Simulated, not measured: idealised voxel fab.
process module | voxel released beams
cross-section cut | 195 nm wide | cells 5 nm
A cross-section is a grid of square cells, given in bands from the top down. A band is one or more rows of cells.
Each band's line starts with the height of the band's top and of its bottom, in nm. Then come its materials from left to right, each with its width in nm. One material with "throughout" fills the band from edge to edge. "air" is empty space.
Height 0 is the level under which the wafer as received is all one material. The lowest band goes on downwards, as in "0 down".
A width such as "30 to 40" changes by the same amount from each row of cells to the next, from the band's top row to its bottom row.
"no change" after a step means that no cell of the cross-section changed.
closed voids: empty space of 8 cells or more with no open way to the top, each as width x height at its distance from the left edge, in nm
after a step's settings: what the simulator itself notes on the step
overlay nm, on a step with a mask: how far to the right of its planned place the mask lay; to the left if negative
plan
1 op RECEIVE | material Si
2 op CONFORMAL_DEP | material SiN | thk nm 5
3 op DIRECTIONAL_DEP | material SiO2 | thk nm 15
4 op DIRECTIONAL_DEP | material aC | thk nm 10
5 op PATTERN | tone open | mask id ANCHOR | material resist | width nm 35 | thk nm 30 | overlay nm 0
6 op DIRECTIONAL_ETCH | etch materials aC | depth nm 10
7 op STRIP | etch materials resist
8 op DIRECTIONAL_ETCH | etch materials SiO2 | depth nm 15
9 op STRIP | etch materials aC
10 op CONFORMAL_DEP | material polySi | thk nm 15
11 op MASKED_ETCH | tone cover | mask id BEAM | width nm 120 | etch materials polySi | depth nm 5 | overlay nm 0
12 op STRIP | etch materials SiO2
varied across the wafers: depth nm of step 11. The plan shows the first wafer's value. All wafers start alike
first wafer as received, after step 1
  0 down: Si throughout
  closed voids: none
first wafer at the end, after step 12
  35 to 30: air 35 | polySi 20 | air 5 | polySi 95 | air 40
  30 to 20: polySi 55 | air 5 | polySi 135
  20 to 5: SiO2 40 | polySi 35 | SiO2 120
  5 to 0: SiN throughout
  0 down: Si throughout
  closed voids: none
last wafer at the end
  35 to 20: air 35 | polySi 20 | air 5 | polySi 95 | air 40
  20 to 5: air 40 | polySi 35 | air 120
  5 to 0: SiN throughout
  0 down: Si throughout
  closed voids: none
each wafer at the end: cells of each material gained (+) or lost (-) since it was received, then its closed voids
depth nm 5 | +39 SiN | +96 SiO2 | +120 polySi | closed voids: none
depth nm 10 | +39 SiN | +96 SiO2 | +105 polySi | closed voids: none
depth nm 15 | +39 SiN | +90 polySi | closed voids: none
depth nm 20 | +39 SiN | +90 polySi | closed voids: none
depth nm 25 | +39 SiN | +90 polySi | closed voids: none
depth nm 30 | +39 SiN | +90 polySi | closed voids: none
